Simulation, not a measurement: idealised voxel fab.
process module | voxel wiring stack
cross-section cut | 170 nm wide | cells 5 nm
A cross-section is a grid of square cells, given in bands from the top down. A band is one or more rows of cells.
Each band's line starts with the height of the band's top and of its bottom, in nm. Then come its materials from left to right, each with its width in nm. One material with "throughout" fills the band from edge to edge. "air" is empty space.
Height 0 is the level under which the wafer as received is all one material. The lowest band goes on downwards, as in "0 down".
A width such as "30 to 40" changes by the same amount from each row of cells to the next, from the band's top row to its bottom row.
"no change" after a step means that no cell of the cross-section changed.
closed voids: empty space of 8 cells or more with no open way to the top, each as width x height at its distance from the left edge, in nm
after a step's settings: what the simulator itself notes on the step
overlay nm, on a step with a mask: how far to the right of its planned place the mask lay; to the left if negative
plan
1 op RECEIVE | material Si
2 op CONFORMAL_DEP | material SiO2 | thk nm 15
3 op DIRECTIONAL_DEP | material TiN | thk nm 5
4 op DIRECTIONAL_DEP | material W | thk nm 15
5 op DIRECTIONAL_DEP | material aC | thk nm 15
6 op PATTERN | tone cover | mask id METAL_1 | material resist | width nm 25 | pitch nm 40 | thk nm 35 | overlay nm 0
7 op DIRECTIONAL_ETCH | etch materials aC | depth nm 15
8 op STRIP | etch materials resist
9 op DIRECTIONAL_ETCH | etch materials W | depth nm 15
10 op DIRECTIONAL_ETCH | etch materials TiN | depth nm 5
11 op STRIP | etch materials aC
12 op CONFORMAL_DEP | material SiN | thk nm 5
13 op FILL_DEP | material SiO2 | thk nm 5
14 op CMP | height nm 35
15 op CONFORMAL_DEP | material SiCN | thk nm 5
16 op DIRECTIONAL_DEP | material SiO2 | thk nm 25
17 op DIRECTIONAL_DEP | material aC | thk nm 15
18 op PATTERN | tone open | mask id METAL_2 | material resist | width nm 25 | pitch nm 40 | thk nm 30 | overlay nm 0
19 op DIRECTIONAL_ETCH | etch materials aC | depth nm 15
20 op STRIP | etch materials resist
21 op DIRECTIONAL_ETCH | etch materials SiO2 | depth nm 15
22 op STRIP | etch materials aC
23 op DIRECTIONAL_DEP | material aC | thk nm 10
24 op PATTERN | tone open | mask id METAL_2_HOLES | material resist | width nm 15 | pitch nm 80 | thk nm 30 | overlay nm 0
25 op DIRECTIONAL_ETCH | etch materials aC | depth nm 10
26 op STRIP | etch materials resist
27 op DIRECTIONAL_ETCH | etch materials SiO2 | depth nm 10
28 op DIRECTIONAL_ETCH | etch materials SiCN | depth nm 5
29 op STRIP | etch materials aC
30 op CONFORMAL_DEP | material TiN | thk nm 5
31 op FILL_DEP | material Cu | thk nm 5
32 op CMP | height nm 65
33 op CONFORMAL_DEP | material SiCN | thk nm 5
34 op DIRECTIONAL_DEP | material lowk | thk nm 25
35 op MASKED_ETCH | tone open | mask id METAL_3 | width nm 25 | pitch nm 40 | etch materials lowk | depth nm 15 | overlay nm 0
36 op MASKED_ETCH | tone open | mask id METAL_3_HOLES | width nm 15 | pitch nm 40 | etch materials lowk | depth nm 10 | overlay nm 0
37 op MASKED_ETCH | tone open | mask id METAL_3_HOLES | width nm 15 | pitch nm 40 | etch materials SiCN | depth nm 5 | overlay nm 0
38 op CONFORMAL_DEP | material TiN | thk nm 5
39 op FILL_DEP | material Cu | thk nm 10
40 op CMP | height nm 95
41 op CONFORMAL_DEP | material SiN | thk nm 5
as received, after step 1
  0 down: Si throughout
  closed voids: none
first wafer at the end, as planned
  100 to 95: SiN throughout
  95 to 85: lowk 30 | TiN 5 | Cu 15 | TiN 5 | lowk 15 | TiN 5 | Cu 15 | TiN 5 | lowk 15 | TiN 5 | Cu 15 | TiN 5 | lowk 35
  85 to 80: lowk 30 | TiN 5 | Cu 5 | TiN 15 | lowk 15 | TiN 5 | Cu 5 | TiN 15 | lowk 15 | TiN 5 | Cu 5 | TiN 15 | lowk 35
  80 to 70: lowk 30 | TiN 5 | Cu 5 | TiN 5 | lowk 25 | TiN 5 | Cu 5 | TiN 5 | lowk 25 | TiN 5 | Cu 5 | TiN 5 | lowk 45
  70 to 65: SiCN 30 | TiN 15 | SiCN 25 | TiN 15 | SiCN 25 | TiN 15 | SiCN 45
  65 to 55: SiO2 30 | TiN 5 | Cu 15 | TiN 5 | SiO2 15 | TiN 5 | Cu 15 | TiN 5 | SiO2 15 | TiN 5 | Cu 15 | TiN 5 | SiO2 35
  55 to 50: SiO2 30 | TiN 5 | Cu 5 | TiN 15 | SiO2 15 | TiN 25 | SiO2 15 | TiN 5 | Cu 5 | TiN 15 | SiO2 35
  50 to 40: SiO2 30 | TiN 5 | Cu 5 | TiN 5 | SiO2 65 | TiN 5 | Cu 5 | TiN 5 | SiO2 45
  40 to 35: SiCN 30 | TiN 15 | SiCN 65 | TiN 15 | SiCN 45
  35 to 20: SiO2 25 | SiN 5 | W 25 | SiN 5 | SiO2 5 | SiN 5 | W 25 | SiN 5 | SiO2 5 | SiN 5 | W 25 | SiN 5 | SiO2 30
  20 to 15: SiN 30 | TiN 25 | SiN 15 | TiN 25 | SiN 15 | TiN 25 | SiN 35
  15 to 0: SiO2 throughout
  0 down: Si throughout
  closed voids: none
second wafer at the end: like start, like plan, one mistake
  100 to 95: SiN throughout
  95 to 85: Cu 40 to 25 | TiN 5 to 20 | lowk 10 | TiN 5 | Cu 20 to 5 | TiN 5 to 20 | lowk 10 | TiN 5 | Cu 20 to 5 | TiN 5 to 20 | lowk 10 | TiN 5 | Cu 30
  85 to 80: TiN 30 | lowk 25 | TiN 15 | lowk 25 | TiN 15 | lowk 25 | TiN 35
  80 to 70: lowk throughout
  70 to 65: SiCN throughout
  65 to 55: SiO2 30 | TiN 5 | Cu 15 | TiN 5 | SiO2 15 | TiN 5 | Cu 15 | TiN 5 | SiO2 15 | TiN 5 | Cu 15 | TiN 5 | SiO2 35
  55 to 50: SiO2 30 | TiN 5 | Cu 5 | TiN 15 | SiO2 15 | TiN 25 | SiO2 15 | TiN 5 | Cu 5 | TiN 15 | SiO2 35
  50 to 40: SiO2 30 | TiN 5 | Cu 5 | TiN 5 | SiO2 65 | TiN 5 | Cu 5 | TiN 5 | SiO2 45
  40 to 35: SiCN 30 | TiN 15 | SiCN 65 | TiN 15 | SiCN 45
  35 to 20: SiO2 25 | SiN 5 | W 25 | SiN 5 | SiO2 5 | SiN 5 | W 25 | SiN 5 | SiO2 5 | SiN 5 | W 25 | SiN 5 | SiO2 30
  20 to 15: SiN 30 | TiN 25 | SiN 15 | TiN 25 | SiN 15 | TiN 25 | SiN 35
  15 to 0: SiO2 throughout
  0 down: Si throughout
  closed voids: none
what went wrong: step 35 ran as: op MASKED_ETCH | tone cover | mask id METAL_3 | width nm 25 | pitch nm 40 | etch materials lowk | depth nm 15 | overlay nm 0
at the end the second wafer has, in cells: 8 more of Cu | 9 more of SiCN | 5 fewer of TiN | 12 fewer of lowk
